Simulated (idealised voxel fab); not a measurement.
Presented below is a process module, voxel transistor to metal.
The cross-section on display is named cut; it measures 185 nm wide, and its cells are 5 nm squares.
This document writes a cross-section as a grid whose cells are square, and gives it as bands, listed from the top down; one or more rows of cells form a band. Basically the band line says how high the top is and how high the bottom is, in nm, and then what's in it from left to right, every material with its width in nm. Empty space shows up as "blank", and if a single material carries "everywhere" it runs the full band edge to edge. Height reference: 0 = level under which incoming wafer is all one material. Lowest band: no bottom, runs on downward, e.g. "0 and below". It should be noted that a width expressed as "30->40" varies in equal increments from row to row of cells within the band, taking the value of the first number at the top row and that of the second number at the bottom row. "no modification", as given for a step, is the statement that not any cell of the cross-section underwent a change during that step. Under "Tabulated closed voids" you'll find the enclosed gaps, the ones with no way out to the top, that are 8 cells or bigger; each reads width x height at distance, with distance counted from the left edge, everything in nm. Read whatever lies past the settings on a step's line as the simulator's own remark about the step. overlay nm: how far to the right of its planned place the mask lay on this masked step (negative: to the left).

The process steps that were planned are listed below:
| 1 | RECEIVE,material Si |
| 2 | CONFORMAL_DEP,material SiO2,thk nm 5 |
| 3 | CONFORMAL_DEP,material SiN,thk nm 10 |
| 4 | DIRECTIONAL_DEP,material aC,thk nm 15 |
| 5 | PATTERN,tone cover,mask id ACTIVE,material resist,width nm 100,thk nm 30,overlay nm 0 |
| 6 | DIRECTIONAL_ETCH,etch materials aC,depth nm 15 |
| 7 | STRIP,etch materials resist |
| 8 | DIRECTIONAL_ETCH,etch materials SiN,depth nm 10 |
| 9 | DIRECTIONAL_ETCH,etch materials SiO2,depth nm 5 |
| 10 | DIRECTIONAL_ETCH,etch materials Si,depth nm 30 |
| 11 | STRIP,etch materials aC |
| 12 | FILL_DEP,material SiO2,thk nm 15 |
| 13 | CMP,height nm 15 |
| 14 | SELECTIVE_ETCH,etch materials SiO2,depth nm 10 |
| 15 | STRIP,etch materials SiN |
| 16 | SELECTIVE_ETCH,etch materials SiO2,depth nm 5 |
| 17 | OXIDIZE,depth nm 5 |
| 18 | DIRECTIONAL_DEP,material polySi,thk nm 25 |
| 19 | DIRECTIONAL_DEP,material SiCN,thk nm 10 |
| 20 | DIRECTIONAL_DEP,material aC,thk nm 15 |
| 21 | PATTERN,tone cover,mask id GATE,material resist,width nm 20,thk nm 35,overlay nm 0 |
| 22 | DIRECTIONAL_ETCH,etch materials aC,depth nm 15 |
| 23 | STRIP,etch materials resist |
| 24 | DIRECTIONAL_ETCH,etch materials SiCN,depth nm 20 |
| 25 | DIRECTIONAL_ETCH,etch materials polySi,depth nm 35 |
| 26 | STRIP,etch materials aC |
| 27 | CONFORMAL_DEP,material SiN,thk nm 10 |
| 28 | DIRECTIONAL_ETCH,etch materials SiN,depth nm 10 |
| 29 | DIRECTIONAL_ETCH,etch materials SiO2,depth nm 5 |
| 30 | DIRECTIONAL_ETCH,etch materials Si,depth nm 10 |
| 31 | EPI,material SiGe,thk nm 15 |
| 32 | FILL_DEP,material SiO2,thk nm 5 |
| 33 | CMP,height nm 35 |
| 34 | DIRECTIONAL_DEP,material SiO2,thk nm 10 |
| 35 | PATTERN,tone open,mask id CONTACT,material resist,width nm 20,pitch nm 60,thk nm 15,overlay nm 0 |
| 36 | DIRECTIONAL_ETCH,etch materials SiO2,depth nm 45 |
| 37 | STRIP,etch materials resist |
| 38 | CONFORMAL_DEP,material TiN,thk nm 5 |
| 39 | FILL_DEP,material W,thk nm 10 |
| 40 | CMP,height nm 45 |
| 41 | CONFORMAL_DEP,material SiN,thk nm 5 |
| 42 | DIRECTIONAL_DEP,material SiO2,thk nm 20 |
| 43 | MASKED_ETCH,tone open,mask id METAL_1,width nm 15,pitch nm 75,etch materials SiO2,depth nm 20,overlay nm 0 |
| 44 | MASKED_ETCH,tone open,mask id METAL_1,width nm 15,pitch nm 75,etch materials SiN,depth nm 5,overlay nm 0 |
| 45 | CONFORMAL_DEP,material TiN,thk nm 5 |
| 46 | FILL_DEP,material Cu,thk nm 10 |
| 47 | CMP,height nm 70 |
| 48 | CONFORMAL_DEP,material SiCN,thk nm 5 |
| 49 | DIRECTIONAL_DEP,material SiO2,thk nm 25 |
| 50 | PATTERN,tone open,mask id METAL_2,material resist,width nm 15,pitch nm 75,thk nm 15,overlay nm 0 |
| 51 | DIRECTIONAL_ETCH,etch materials SiO2,depth nm 15 |
| 52 | STRIP,etch materials resist |
| 53 | DIRECTIONAL_DEP,material aC,thk nm 15 |
| 54 | PATTERN,tone open,mask id METAL_2_HOLES,material resist,width nm 15,pitch nm 75,thk nm 35,overlay nm 0 |
| 55 | DIRECTIONAL_ETCH,etch materials aC,depth nm 15 |
| 56 | STRIP,etch materials resist |
| 57 | DIRECTIONAL_ETCH,etch materials SiO2,depth nm 10 |
| 58 | DIRECTIONAL_ETCH,etch materials SiCN,depth nm 5 |
| 59 | STRIP,etch materials aC |
| 60 | CONFORMAL_DEP,material TiN,thk nm 5 |
| 61 | FILL_DEP,material Cu,thk nm 10 |
| 62 | CMP,height nm 100 |
| 63 | CONFORMAL_DEP,material SiN,thk nm 5 |
All wafers enter the flow in the same state. The width nm at step 35 differs from wafer to wafer, and the plan gives the value for the first wafer.

Cross-section of the first incoming wafer of several, state after step 1:
0 and below: Si everywhere
Tabulated closed voids: none

Here is how to read the rows: every wafer has a row, and it shows the wafer at the end of the module, giving for each material how many cells were gained (+) or lost (-) since the wafer was received, then listing its closed voids:
width nm 20; +18 Cu; -146 Si; +39 SiCN; +50 SiGe; +96 SiN; +592 SiO2; +84 TiN; +24 W; +20 polySi; Tabulated closed voids: none
width nm 25; +18 Cu; -146 Si; +39 SiCN; +50 SiGe; +96 SiN; +581 SiO2; +88 TiN; +31 W; +20 polySi; Tabulated closed voids: none
width nm 30; +18 Cu; -146 Si; +39 SiCN; +50 SiGe; +96 SiN; +570 SiO2; +92 TiN; +38 W; +20 polySi; Tabulated closed voids: none
width nm 35; +18 Cu; -146 Si; +39 SiCN; +50 SiGe; +96 SiN; +559 SiO2; +94 TiN; +47 W; +20 polySi; Tabulated closed voids: none
width nm 40; +18 Cu; -146 Si; +39 SiCN; +50 SiGe; +96 SiN; +548 SiO2; +96 TiN; +56 W; +20 polySi; Tabulated closed voids: none
width nm 45; +18 Cu; -146 Si; +39 SiCN; +50 SiGe; +96 SiN; +537 SiO2; +98 TiN; +65 W; +20 polySi; Tabulated closed voids: none
